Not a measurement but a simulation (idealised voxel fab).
process module | voxel transistor to metal
cross-section cut | 170 nm wide | cells 5 nm
A cross-section is a grid of square cells, given in bands from the top down. A band is one or more rows of cells.
Each band's line starts with the height of the band's top and of its bottom, in nm. Then come its materials from left to right, each with its width in nm. One material with "throughout" fills the band from edge to edge. "air" is empty space.
Height 0 is the level under which the wafer as received is all one material. The lowest band goes on downwards, as in "0 down".
A width such as "30 to 40" changes by the same amount from each row of cells to the next, from the band's top row to its bottom row.
"no change" after a step means that no cell of the cross-section changed.
closed voids: empty space of 8 cells or more with no open way to the top, each as width x height at its distance from the left edge, in nm
after a step's settings: what the simulator itself notes on the step
overlay nm, on a step with a mask: how far to the right of its planned place the mask lay; to the left if negative
plan
1 op RECEIVE | material Si
2 op CONFORMAL_DEP | material SiO2 | thk nm 5
3 op CONFORMAL_DEP | material SiN | thk nm 15
4 op MASKED_ETCH | tone cover | mask id ACTIVE | width nm 95 | etch materials SiN | depth nm 15 | overlay nm 0
5 op MASKED_ETCH | tone cover | mask id ACTIVE | width nm 95 | etch materials SiO2 | depth nm 5 | overlay nm 0
6 op MASKED_ETCH | tone cover | mask id ACTIVE | width nm 95 | etch materials Si | depth nm 20 | overlay nm 0
7 op OXIDIZE | depth nm 5
8 op FILL_DEP | material SiO2 | thk nm 15
9 op CMP | height nm 20
10 op SELECTIVE_ETCH | etch materials SiO2 | depth nm 10
11 op STRIP | etch materials SiN
12 op SELECTIVE_ETCH | etch materials SiO2 | depth nm 5
13 op OXIDIZE | depth nm 5
14 op DIRECTIONAL_DEP | material polySi | thk nm 30
15 op DIRECTIONAL_DEP | material SiCN | thk nm 10
16 op PATTERN | tone cover | mask id GATE | material resist | width nm 15 | thk nm 20 | overlay nm 0
17 op DIRECTIONAL_ETCH | etch materials SiCN | depth nm 20
18 op DIRECTIONAL_ETCH | etch materials polySi | depth nm 40
19 op STRIP | etch materials resist
20 op CONFORMAL_DEP | material SiN | thk nm 10
21 op DIRECTIONAL_ETCH | etch materials SiN | depth nm 10
22 op DIRECTIONAL_ETCH | etch materials SiO2 | depth nm 5
23 op DIRECTIONAL_ETCH | etch materials Si | depth nm 5
24 op EPI | material pSi | thk nm 10
25 op FILL_DEP | material SiO2 | thk nm 5
26 op CMP | height nm 40
27 op DIRECTIONAL_DEP | material SiO2 | thk nm 15
28 op MASKED_ETCH | tone open | mask id CONTACT | width nm 15 | pitch nm 60 | etch materials SiO2 | depth nm 55 | overlay nm 0
29 op CONFORMAL_DEP | material TiN | thk nm 5
30 op FILL_DEP | material Ru | thk nm 10
31 op CMP | height nm 55
32 op CONFORMAL_DEP | material SiN | thk nm 5
33 op DIRECTIONAL_DEP | material SiO2 | thk nm 25
34 op PATTERN | tone open | mask id METAL_1 | material resist | width nm 15 | pitch nm 60 | thk nm 15 | overlay nm 0
35 op DIRECTIONAL_ETCH | etch materials SiO2 | depth nm 25
36 op DIRECTIONAL_ETCH | etch materials SiN | depth nm 5
37 op STRIP | etch materials resist
38 op CONFORMAL_DEP | material TiN | thk nm 5
39 op FILL_DEP | material Cu | thk nm 5
40 op CMP | height nm 85
41 op CONFORMAL_DEP | material SiCN | thk nm 5
as received, after step 1
  0 down: Si throughout
  closed voids: none
a wafer at the end: this start, this plan, one mistake
  90 to 85: SiCN throughout
  85 to 60: SiO2 45 | TiN 5 | Cu 5 | TiN 5 | SiO2 45 | TiN 5 | Cu 5 | TiN 5 | SiO2 50
  60 to 55: SiN 45 | TiN 15 | SiN 45 | TiN 15 | SiN 50
  55 to 40: SiO2 45 | TiN 5 | Ru 5 | TiN 5 | SiO2 45 | TiN 5 | Ru 5 | TiN 5 | SiO2 50
  40 to 25: SiO2 45 | TiN 5 | Ru 5 | TiN 5 | SiO2 5 | SiN 10 | polySi 15 | SiN 10 | SiO2 5 | TiN 5 | Ru 5 | TiN 5 | SiO2 50
  25 to 20: SiO2 45 | TiN 15 | SiO2 5 | SiN 10 | polySi 15 | SiN 10 | SiO2 5 | TiN 15 | SiO2 50
  20 to 5: SiO2 35 | SiN 95 | SiO2 40
  5 to 0: SiO2 throughout
  0 to -25: SiO2 40 | Si 85 | SiO2 45
  -25 down: Si throughout
  closed voids: none
what went wrong: step 9 was left out
